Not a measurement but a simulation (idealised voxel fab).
Name of the process module below: voxel wiring stack
cross-section cut | 195 nm wide | cells 5 nm
Cross-section layout: square cells on a grid; listed as bands, top to bottom; a band spans one or more cell rows. Band: top and bottom heights (nm) first, top before bottom; then materials from left to right, widths in nm. "all across" marks a sole material filling the band edge to edge. "empty" denotes empty space. A quick word on heights: they are counted from 0, and under that level the wafer as it came to us is one material throughout. The lowest band is different from the rest in having no bottom; it simply continues downward, written as in "0..down". Quick explanation for "30..40": the width changes in equal steps down the rows of cells, from the first number in the band's top row to the second number in its bottom row. "nothing was modified" after a step means that no cell of the cross-section changed. Look at "Enclosed empty spaces" for the closed voids: empty spaces with no open path to the top, sized 8 cells or up. Each is width x height at distance, distance from the left edge, all nm. Where a step's line continues beyond its settings, the continuation is a remark by the simulator itself on that step. overlay nm, on a step with a mask: how far to the right of its planned place the mask lay; to the left if negative.

Planned step list for the process:
1: RECEIVE, material Si
2: CONFORMAL_DEP, material SiO2, thk nm 15
3: DIRECTIONAL_DEP, material TiN, thk nm 5
4: DIRECTIONAL_DEP, material Ru, thk nm 15
5: PATTERN, tone cover, mask id METAL_1, material resist, width nm 30, pitch nm 45, thk nm 20, overlay nm 0
6: DIRECTIONAL_ETCH, etch materials Ru, depth nm 15
7: DIRECTIONAL_ETCH, etch materials TiN, depth nm 5
8: STRIP, etch materials resist
9: CONFORMAL_DEP, material SiCN, thk nm 5
10: FILL_DEP, material SiO2, thk nm 5
11: CMP, height nm 35
12: CONFORMAL_DEP, material SiCN, thk nm 5
13: DIRECTIONAL_DEP, material SiO2, thk nm 20
14: PATTERN, tone open, mask id PLUG_1, material resist, width nm 15, pitch nm 90, thk nm 15, overlay nm 0
15: DIRECTIONAL_ETCH, etch materials SiO2, depth nm 20
16: DIRECTIONAL_ETCH, etch materials SiCN, depth nm 5
17: STRIP, etch materials resist
18: EPI, material Ru, thk nm 10
19: EPI, material Ru, thk nm 10
20: EPI, material Ru, thk nm 5
21: DIRECTIONAL_DEP, material TiN, thk nm 5
22: DIRECTIONAL_DEP, material Ru, thk nm 20
23: MASKED_ETCH, tone cover, mask id METAL_2, width nm 30, pitch nm 45, etch materials Ru, depth nm 20, overlay nm 0
24: MASKED_ETCH, tone cover, mask id METAL_2, width nm 30, pitch nm 45, etch materials TiN, depth nm 5, overlay nm 0
25: FILL_DEP, material SiO2, thk nm 10
26: CMP, height nm 85
27: CONFORMAL_DEP, material SiN, thk nm 5

First of two wafers, with the run carried out as planned:

Cross-section of the wafer upon arrival, representing the state reached after step 1:
    0..down = Si all across
    Enclosed empty spaces: none

So this is the wafer cross-section right after step 2:
    15..0 = SiO2 all across
    Everything under 0 stays put, no change at all.

So this is the wafer cross-section right after step 3:
    20..15 = TiN all across
    Everything under 15 stays put, no change at all.

So this is the wafer cross-section right after step 4:
    35..20 = Ru all across
    Everything under 20 stays put, no change at all.

So this is the wafer cross-section right after step 5:
    55..35 = empty: 15, then resist: 30, then empty: 15, then resist: 30, then empty: 15, then resist: 30, then empty: 15, then resist: 30, then empty: 15
    Everything under 35 stays put, no change at all.

So this is the wafer cross-section right after step 6:
    55..35 = empty: 15, then resist: 30, then empty: 15, then resist: 30, then empty: 15, then resist: 30, then empty: 15, then resist: 30, then empty: 15
    35..20 = empty: 15, then Ru: 30, then empty: 15, then Ru: 30, then empty: 15, then Ru: 30, then empty: 15, then Ru: 30, then empty: 15
    Everything under 20 stays put, no change at all.

So this is the wafer cross-section right after step 7:
    55..35 = empty: 15, then resist: 30, then empty: 15, then resist: 30, then empty: 15, then resist: 30, then empty: 15, then resist: 30, then empty: 15
    35..20 = empty: 15, then Ru: 30, then empty: 15, then Ru: 30, then empty: 15, then Ru: 30, then empty: 15, then Ru: 30, then empty: 15
    20..15 = empty: 15, then TiN: 30, then empty: 15, then TiN: 30, then empty: 15, then TiN: 30, then empty: 15, then TiN: 30, then empty: 15
    Everything under 15 stays put, no change at all.

So this is the wafer cross-section right after step 8:
    35..20 = empty: 15, then Ru: 30, then empty: 15, then Ru: 30, then empty: 15, then Ru: 30, then empty: 15, then Ru: 30, then empty: 15
    Everything under 20 stays put, no change at all.

So this is the wafer cross-section right after step 9:
    40..35 = empty: 10, then SiCN: 40, then empty: 5, then SiCN: 40, then empty: 5, then SiCN: 40, then empty: 5, then SiCN: 40, then empty: 10
    35..20 = empty: 10, then SiCN: 5, then Ru: 30, then SiCN: 5, then empty: 5, then SiCN: 5, then Ru: 30, then SiCN: 5, then empty: 5, then SiCN: 5, then Ru: 30, then SiCN: 5, then empty: 5, then SiCN: 5, then Ru: 30, then SiCN: 5, then empty: 10
    20..15 = SiCN: 15, then TiN: 30, then SiCN: 15, then TiN: 30, then SiCN: 15, then TiN: 30, then SiCN: 15, then TiN: 30, then SiCN: 15
    Everything under 15 stays put, no change at all.

So this is the wafer cross-section right after step 10:
    45..40 = SiO2 all across
    40..35 = SiO2: 10, then SiCN: 40, then SiO2: 5, then SiCN: 40, then SiO2: 5, then SiCN: 40, then SiO2: 5, then SiCN: 40, then SiO2: 10
    35..20 = SiO2: 10, then SiCN: 5, then Ru: 30, then SiCN: 5, then SiO2: 5, then SiCN: 5, then Ru: 30, then SiCN: 5, then SiO2: 5, then SiCN: 5, then Ru: 30, then SiCN: 5, then SiO2: 5, then SiCN: 5, then Ru: 30, then SiCN: 5, then SiO2: 10
    Everything under 20 stays put, no change at all.

So this is the wafer cross-section right after step 11:
    35..20 = SiO2: 10, then SiCN: 5, then Ru: 30, then SiCN: 5, then SiO2: 5, then SiCN: 5, then Ru: 30, then SiCN: 5, then SiO2: 5, then SiCN: 5, then Ru: 30, then SiCN: 5, then SiO2: 5, then SiCN: 5, then Ru: 30, then SiCN: 5, then SiO2: 10
    Everything under 20 stays put, no change at all.

So this is the wafer cross-section right after step 12:
    40..35 = SiCN all across
    Everything under 35 stays put, no change at all.

So this is the wafer cross-section right after step 13:
    60..40 = SiO2 all across
    Everything under 40 stays put, no change at all.

So this is the wafer cross-section right after step 14:
    75..60 = resist: 15, then empty: 15, then resist: 75, then empty: 15, then resist: 75
    Everything under 60 stays put, no change at all.

So this is the wafer cross-section right after step 15:
    75..60 = resist: 15, then empty: 15, then resist: 75, then empty: 15, then resist: 75
    60..40 = SiO2: 15, then empty: 15, then SiO2: 75, then empty: 15, then SiO2: 75
    Everything under 40 stays put, no change at all.

So this is the wafer cross-section right after step 16:
    75..60 = resist: 15, then empty: 15, then resist: 75, then empty: 15, then resist: 75
    60..40 = SiO2: 15, then empty: 15, then SiO2: 75, then empty: 15, then SiO2: 75
    40..35 = SiCN: 15, then empty: 15, then SiCN: 75, then empty: 15, then SiCN: 75
    Everything under 35 stays put, no change at all.

So this is the wafer cross-section right after step 17:
    60..40 = SiO2: 15, then empty: 15, then SiO2: 75, then empty: 15, then SiO2: 75
    Everything under 40 stays put, no change at all.

So this is the wafer cross-section right after step 18:
    60..45 = SiO2: 15, then empty: 15, then SiO2: 75, then empty: 15, then SiO2: 75
    45..40 = SiO2: 15, then Ru: 15, then SiO2: 75, then Ru: 15, then SiO2: 75
    40..35 = SiCN: 15, then Ru: 15, then SiCN: 75, then Ru: 15, then SiCN: 75
    Everything under 35 stays put, no change at all.

So this is the wafer cross-section right after step 19:
    60..55 = SiO2: 15, then empty: 15, then SiO2: 75, then empty: 15, then SiO2: 75
    55..40 = SiO2: 15, then Ru: 15, then SiO2: 75, then Ru: 15, then SiO2: 75
    Everything under 40 stays put, no change at all.

So this is the wafer cross-section right after step 20:
    60..40 = SiO2: 15, then Ru: 15, then SiO2: 75, then Ru: 15, then SiO2: 75
    Everything under 40 stays put, no change at all.

So this is the wafer cross-section right after step 21:
    65..60 = TiN all across
    Everything under 60 stays put, no change at all.

So this is the wafer cross-section right after step 22:
    85..65 = Ru all across
    Everything under 65 stays put, no change at all.

So this is the wafer cross-section right after step 23:
    85..65 = empty: 15, then Ru: 30, then empty: 15, then Ru: 30, then empty: 15, then Ru: 30, then empty: 15, then Ru: 30, then empty: 15
    Everything under 65 stays put, no change at all.

So this is the wafer cross-section right after step 24:
    85..65 = empty: 15, then Ru: 30, then empty: 15, then Ru: 30, then empty: 15, then Ru: 30, then empty: 15, then Ru: 30, then empty: 15
    65..60 = empty: 15, then TiN: 30, then empty: 15, then TiN: 30, then empty: 15, then TiN: 30, then empty: 15, then TiN: 30, then empty: 15
    Everything under 60 stays put, no change at all.

So this is the wafer cross-section right after step 25:
    95..85 = SiO2 all across
    85..65 = SiO2: 15, then Ru: 30, then SiO2: 15, then Ru: 30, then SiO2: 15, then Ru: 30, then SiO2: 15, then Ru: 30, then SiO2: 15
    65..60 = SiO2: 15, then TiN: 30, then SiO2: 15, then TiN: 30, then SiO2: 15, then TiN: 30, then SiO2: 15, then TiN: 30, then SiO2: 15
    Everything under 60 stays put, no change at all.

So this is the wafer cross-section right after step 26:
    85..65 = SiO2: 15, then Ru: 30, then SiO2: 15, then Ru: 30, then SiO2: 15, then Ru: 30, then SiO2: 15, then Ru: 30, then SiO2: 15
    Everything under 65 stays put, no change at all.

So this is the wafer cross-section right after step 27:
    90..85 = SiN all across
    Everything under 85 stays put, no change at all.

For the second wafer, take the first wafer's start and plan, then add one mistake made in running it; everything through step 22, that step included, is shared with the first:

Cross-section of the second wafer corresponding to the planned conclusion of step 23:
    85..65 = empty: 20, then Ru: 20, then empty: 25, then Ru: 20, then empty: 25, then Ru: 20, then empty: 25, then Ru: 20, then empty: 20
    Everything under 65 stays put, no change at all.

Cross-section of the second wafer corresponding to the planned conclusion of step 24:
    85..65 = empty: 20, then Ru: 20, then empty: 25, then Ru: 20, then empty: 25, then Ru: 20, then empty: 25, then Ru: 20, then empty: 20
    65..60 = empty: 15, then TiN: 30, then empty: 15, then TiN: 30, then empty: 15, then TiN: 30, then empty: 15, then TiN: 30, then empty: 15
    Everything under 60 stays put, no change at all.

Cross-section of the second wafer corresponding to the planned conclusion of step 25:
    95..85 = SiO2 all across
    85..65 = SiO2: 20, then Ru: 20, then SiO2: 25, then Ru: 20, then SiO2: 25, then Ru: 20, then SiO2: 25, then Ru: 20, then SiO2: 20
    65..60 = SiO2: 15, then TiN: 30, then SiO2: 15, then TiN: 30, then SiO2: 15, then TiN: 30, then SiO2: 15, then TiN: 30, then SiO2: 15
    Everything under 60 stays put, no change at all.

Cross-section of the second wafer corresponding to the planned conclusion of step 26:
    85..65 = SiO2: 20, then Ru: 20, then SiO2: 25, then Ru: 20, then SiO2: 25, then Ru: 20, then SiO2: 25, then Ru: 20, then SiO2: 20
    Everything under 65 stays put, no change at all.

Cross-section of the second wafer corresponding to the planned conclusion of step 27:
    90..85 = SiN all across
    Everything under 85 stays put, no change at all.
What went wrong in running the wafer? step 23 off recipe, ran as MASKED_ETCH, tone cover, mask id METAL_2, width nm 20, pitch nm 45, etch materials Ru, depth nm 20, overlay nm 0
Final cells, second wafer relative to first, materials higher or lower: 32 fewer of Ru; 32 more of SiO2
